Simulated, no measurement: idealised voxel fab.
Module name: voxel gate over fins (process module)
It is cross-section cut that appears here, measuring 250 nm in width, its square cells being 5 nm in size.
Cross-sections here: square-cell grids, written as top-down lists of bands, a band being one or more rows of cells.
Heights first: top, then bottom, in nm. Then materials, left to right, each with a width in nm. "throughout" on a single material: fills the band edge to edge. "air": empty space.
Convention: height 0 is the level below which the wafer, as received, is all one material. The lowest band does not terminate at the bottom but continues downward, represented as "0 and below".
Note: "30 to 40" means the width goes from the first number (top row of the band) to the second number (bottom row) in equal steps per row of cells.
No cell of the cross-section changed in a step that is given as "no alterations made".
Closed-off voids of 8+ cells (no open route to the top) go in "Fully closed voids", written width x height at distance from the left edge, in nm.
Formally, on a step line, whatever follows the settings is a remark that the simulator itself makes on the step.
For masked steps, "overlay nm" on the step line gives how far right of plan the mask actually lay; a minus sign means it lay to the left.
SET OUT BELOW ARE THE PLANNED STEPS OF THE PROCESS
1 RECEIVE (material Si)
2 CONFORMAL_DEP (material SiN; thk nm 10)
3 PATTERN (tone cover; mask id FINS; material resist; width nm 15; pitch nm 50; thk nm 20; overlay nm 0)
4 DIRECTIONAL_ETCH (etch materials SiN; depth nm 10)
5 DIRECTIONAL_ETCH (etch materials Si; depth nm 30)
6 STRIP (etch materials resist)
7 FILL_DEP (material SiO2; thk nm 5)
8 CMP (height nm 10)
9 MASKED_ETCH (tone open; mask id RAIL; width nm 15; etch materials SiO2; depth nm 35; overlay nm 0)
10 CONFORMAL_DEP (material TiN; thk nm 5)
11 FILL_DEP (material W; thk nm 10)
12 CMP (height nm 10)
13 SELECTIVE_ETCH (etch materials W Ru TiN; depth nm 30)
14 FILL_DEP (material SiO2; thk nm 5)
15 CMP (height nm 10)
16 SELECTIVE_ETCH (etch materials SiO2; depth nm 25)
17 STRIP (etch materials SiN)
18 CONFORMAL_DEP (material HfO2; thk nm 5)
19 CONFORMAL_DEP (material TiN; thk nm 5)
20 CONFORMAL_DEP (material TiAl; thk nm 5)
21 CONFORMAL_DEP (material TiN; thk nm 5)
22 FILL_DEP (material W; thk nm 15)
23 CMP (height nm 30)
24 CONFORMAL_DEP (material SiCN; thk nm 5)
Be aware that, although all wafers share a common starting state, the width nm at step 3 differs among them, and the plan displays the first wafer's value.
INCOMING STATE OF THE FIRST OF SEVERAL WAFERS IN CROSS-SECTION: AFTER STEP 1
  0 and below = Si throughout
  Fully closed voids: none
HERE IS THE CROSS-SECTION OF THE FIRST OF SEVERAL WAFERS AT THE END OF THE MODULE, AFTER ITS LAST STEP, STEP 24
  35 down to 30 = SiCN throughout
  30 down to 20 = W throughout
  20 down to 15 = 45 W / 155 TiN / 50 W
  15 down to 10 = 45 W / 5 TiN / 45 TiAl / 5 TiN / 45 TiAl / 5 TiN / 45 TiAl / 5 TiN / 50 W
  10 down to 5 = 45 W / 5 TiN / 5 TiAl / 35 TiN / 5 TiAl / 5 TiN / 5 TiAl / 35 TiN / 5 TiAl / 5 TiN / 5 TiAl / 35 TiN / 5 TiAl / 5 TiN / 50 W
  5 down to 0 = 50 TiN / 5 TiAl / 5 TiN / 25 HfO2 / 5 TiN / 5 TiAl / 5 TiN / 5 TiAl / 5 TiN / 25 HfO2 / 5 TiN / 5 TiAl / 5 TiN / 5 TiAl / 5 TiN / 25 HfO2 / 5 TiN / 5 TiAl / 55 TiN
  0 down to -5 = 55 TiAl / 5 TiN / 5 HfO2 / 15 Si / 5 HfO2 / 5 TiN / 15 TiAl / 5 TiN / 5 HfO2 / 15 Si / 5 HfO2 / 5 TiN / 15 TiAl / 5 TiN / 5 HfO2 / 15 Si / 5 HfO2 / 5 TiN / 60 TiAl
  -5 down to -10 = 60 TiN / 5 HfO2 / 15 Si / 5 HfO2 / 25 TiN / 5 HfO2 / 15 Si / 5 HfO2 / 25 TiN / 5 HfO2 / 15 Si / 5 HfO2 / 65 TiN
  -10 down to -15 = 65 HfO2 / 15 Si / 35 HfO2 / 15 Si / 35 HfO2 / 15 Si / 70 HfO2
  -15 down to -20 = 65 SiO2 / 15 Si / 35 SiO2 / 15 Si / 35 SiO2 / 15 Si / 70 SiO2
  -20 down to -25 = 65 SiO2 / 15 Si / 10 SiO2 / 15 TiN / 10 SiO2 / 15 Si / 35 SiO2 / 15 Si / 70 SiO2
  -25 down to -30 = 65 SiO2 / 15 Si / 35 SiO2 / 15 Si / 35 SiO2 / 15 Si / 70 SiO2
  -30 and below = Si throughout
  Fully closed voids: none
FINAL WAFER CROSS-SECTION AT MODULE END
  35 down to 30 = SiCN throughout
  30 down to 20 = W throughout
  20 down to 15 = 40 W / 170 TiN / 40 W
  15 down to 10 = 40 W / 5 TiN / 160 TiAl / 5 TiN / 40 W
  10 down to 5 = 40 W / 5 TiN / 5 TiAl / 150 TiN / 5 TiAl / 5 TiN / 40 W
  5 down to 0 = 45 TiN / 5 TiAl / 5 TiN / 40 HfO2 / 10 TiN / 40 HfO2 / 10 TiN / 40 HfO2 / 5 TiN / 5 TiAl / 45 TiN
  0 down to -5 = 50 TiAl / 5 TiN / 5 HfO2 / 30 Si / 5 HfO2 / 10 TiN / 5 HfO2 / 30 Si / 5 HfO2 / 10 TiN / 5 HfO2 / 30 Si / 5 HfO2 / 5 TiN / 50 TiAl
  -5 down to -10 = 55 TiN / 5 HfO2 / 30 Si / 5 HfO2 / 10 TiN / 5 HfO2 / 30 Si / 5 HfO2 / 10 TiN / 5 HfO2 / 30 Si / 5 HfO2 / 55 TiN
  -10 down to -15 = 60 HfO2 / 30 Si / 20 HfO2 / 30 Si / 20 HfO2 / 30 Si / 60 HfO2
  -15 down to -20 = 60 SiO2 / 30 Si / 20 SiO2 / 30 Si / 20 SiO2 / 30 Si / 60 SiO2
  -20 down to -25 = 60 SiO2 / 30 Si / 15 TiN / 5 SiO2 / 30 Si / 20 SiO2 / 30 Si / 60 SiO2
  -25 down to -30 = 60 SiO2 / 30 Si / 20 SiO2 / 30 Si / 20 SiO2 / 30 Si / 60 SiO2
  -30 and below = Si throughout
  Fully closed voids: none
GAINED (+) OR LOST (-) CELLS OF EACH MATERIAL SINCE RECEIPT, THEN CLOSED VOIDS: ONE ROW PER WAFER, AT THE END OF THE MODULE
width nm 15; +68 HfO2; -246 Si; +50 SiCN; +120 SiO2; +68 TiAl; +133 TiN; +157 W; Fully closed voids: none
width nm 20; +68 HfO2; -228 Si; +50 SiCN; +111 SiO2; +68 TiAl; +127 TiN; +154 W; Fully closed voids: none
width nm 25; +68 HfO2; -210 Si; +50 SiCN; +102 SiO2; +62 TiAl; +127 TiN; +151 W; Fully closed voids: none
width nm 30; +68 HfO2; -192 Si; +50 SiCN; +93 SiO2; +56 TiAl; +127 TiN; +148 W; Fully closed voids: none
